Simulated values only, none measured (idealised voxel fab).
Module name: voxel capacitor over wiring (process module)
255 nm wide, 5 nm square cells: that's cross-section cut.
Cross-section layout: square cells on a grid; listed as bands, top to bottom; a band spans one or more cell rows.
This entry defines a band. It first specifies the height of the band's top and the height of its bottom in nm, and then specifies the band's materials from left to right, stating each material with its width in nm. The word "edge to edge" identifies a single material that fills the band from edge to edge, while the word "empty" identifies empty space.
We count height from 0. Below that, the starting wafer is all one material. The lowest band never ends at the bottom but goes on down; see "0 down" for how that is written.
Read "30..40" as a graded width: first number on top, second number at the bottom, same change between each pair of neighbouring rows.
Step note "changes: none" = no cross-section cell changed.
Basically, "Sealed internal voids" tells you about the enclosed voids: empty spaces with no open way to the top, 8 cells or bigger, each written width x height at distance, where distance is from the left edge, all in nm.
If you see something after the settings on a step's line, that's the simulator's own remark about that step.
overlay nm: step with mask; distance mask lay right of planned place; negative value = left of planned place.
Below is the list of planned process steps:
1 RECEIVE (material Si)
2 CONFORMAL_DEP (material SiO2; thk nm 10)
3 CONFORMAL_DEP (material SiCN; thk nm 5)
4 DIRECTIONAL_DEP (material SiO2; thk nm 20)
5 PATTERN (tone open; mask id METAL_1; material resist; width nm 30; pitch nm 95; thk nm 20; overlay nm 0)
6 DIRECTIONAL_ETCH (etch materials SiO2; depth nm 20)
7 DIRECTIONAL_ETCH (etch materials SiCN; depth nm 5)
8 STRIP (etch materials resist)
9 CONFORMAL_DEP (material TiN; thk nm 5)
10 FILL_DEP (material Ru; thk nm 5)
11 CMP (height nm 35)
12 CONFORMAL_DEP (material SiCN; thk nm 5)
13 DIRECTIONAL_DEP (material SiO2; thk nm 15)
14 PATTERN (tone open; mask id PLUG_1; material resist; width nm 15; thk nm 20; overlay nm 0)
15 DIRECTIONAL_ETCH (etch materials SiO2; depth nm 15)
16 DIRECTIONAL_ETCH (etch materials SiCN; depth nm 5)
17 STRIP (etch materials resist)
18 EPI (material Ru; thk nm 10)
19 EPI (material Ru; thk nm 10)
20 DIRECTIONAL_DEP (material TiN; thk nm 10)
21 DIRECTIONAL_DEP (material HfO2; thk nm 5)
22 DIRECTIONAL_DEP (material TiN; thk nm 10)
23 MASKED_ETCH (tone cover; mask id UPPER_PLATE; width nm 70; etch materials TiN; depth nm 10; overlay nm 0)
24 MASKED_ETCH (tone cover; mask id UPPER_PLATE; width nm 70; etch materials HfO2; depth nm 5; overlay nm 0)
25 DIRECTIONAL_DEP (material aC; thk nm 15)
26 PATTERN (tone cover; mask id LOWER_PLATE; material resist; width nm 80; thk nm 35; overlay nm 0)
27 DIRECTIONAL_ETCH (etch materials aC; depth nm 15)
28 STRIP (etch materials resist)
29 DIRECTIONAL_ETCH (etch materials TiN; depth nm 10)
30 STRIP (etch materials aC)
31 FILL_DEP (material SiO2; thk nm 15)
32 CMP (height nm 90)
33 DIRECTIONAL_DEP (material aC; thk nm 15)
34 PATTERN (tone open; mask id PLUG_2; material resist; width nm 15; thk nm 30; overlay nm 0)
35 DIRECTIONAL_ETCH (etch materials aC; depth nm 15)
36 STRIP (etch materials resist)
37 DIRECTIONAL_ETCH (etch materials SiO2; depth nm 10)
38 STRIP (etch materials aC)
39 CONFORMAL_DEP (material TiN; thk nm 5)
40 FILL_DEP (material W; thk nm 10)
41 CMP (height nm 90)
42 CONFORMAL_DEP (material SiN; thk nm 5)
Step 1 complete: cross-section of the wafer as received:
* 0 down | Si edge to edge
* Sealed internal voids: none
The first of the two wafers as seen in cross-section once the module was finished; processing followed the plan:
* 95 to 90 | SiN edge to edge
* 90 to 85 | SiO2 90 nm, then TiN 5 nm, then W 5 nm, then TiN 5 nm, then SiO2 150 nm
* 85 to 80 | SiO2 90 nm, then TiN 15 nm, then SiO2 150 nm
* 80 to 70 | SiO2 80 nm, then TiN 70 nm, then SiO2 105 nm
* 70 to 65 | SiO2 80 nm, then HfO2 70 nm, then SiO2 105 nm
* 65 to 55 | SiO2 75 nm, then TiN 80 nm, then SiO2 100 nm
* 55 to 40 | SiO2 80 nm, then Ru 15 nm, then SiO2 160 nm
* 40 to 35 | SiCN 80 nm, then Ru 15 nm, then SiCN 160 nm
* 35 to 15 | SiO2 65 nm, then TiN 5 nm, then Ru 20 nm, then TiN 5 nm, then SiO2 65 nm, then TiN 5 nm, then Ru 20 nm, then TiN 5 nm, then SiO2 65 nm
* 15 to 10 | SiCN 65 nm, then TiN 30 nm, then SiCN 65 nm, then TiN 30 nm, then SiCN 65 nm
* 10 to 0 | SiO2 edge to edge
* 0 down | Si edge to edge
* Sealed internal voids: none
Wafer two, end of module, cross-section. Same start, same plan as wafer one. One mistake in the run:
* 110 to 105 | SiN edge to edge
* 105 to 95 | W edge to edge
* 95 to 90 | TiN 95 nm, then W 5 nm, then TiN 155 nm
* 90 to 85 | SiO2 90 nm, then TiN 5 nm, then W 5 nm, then TiN 5 nm, then SiO2 150 nm
* 85 to 80 | SiO2 90 nm, then TiN 15 nm, then SiO2 150 nm
* 80 to 70 | SiO2 80 nm, then TiN 70 nm, then SiO2 105 nm
* 70 to 65 | SiO2 80 nm, then HfO2 70 nm, then SiO2 105 nm
* 65 to 55 | SiO2 75 nm, then TiN 80 nm, then SiO2 100 nm
* 55 to 40 | SiO2 80 nm, then Ru 15 nm, then SiO2 160 nm
* 40 to 35 | SiCN 80 nm, then Ru 15 nm, then SiCN 160 nm
* 35 to 15 | SiO2 65 nm, then TiN 5 nm, then Ru 20 nm, then TiN 5 nm, then SiO2 65 nm, then TiN 5 nm, then Ru 20 nm, then TiN 5 nm, then SiO2 65 nm
* 15 to 10 | SiCN 65 nm, then TiN 30 nm, then SiCN 65 nm, then TiN 30 nm, then SiCN 65 nm
* 10 to 0 | SiO2 edge to edge
* 0 down | Si edge to edge
* Sealed internal voids: none
Heads up, the wafer didn't run the way we planned it: skipped: plan step 41 (never run)
The closing comparison, in cells, has the second wafer with more or fewer of some materials than the first: TiN +50; W +103
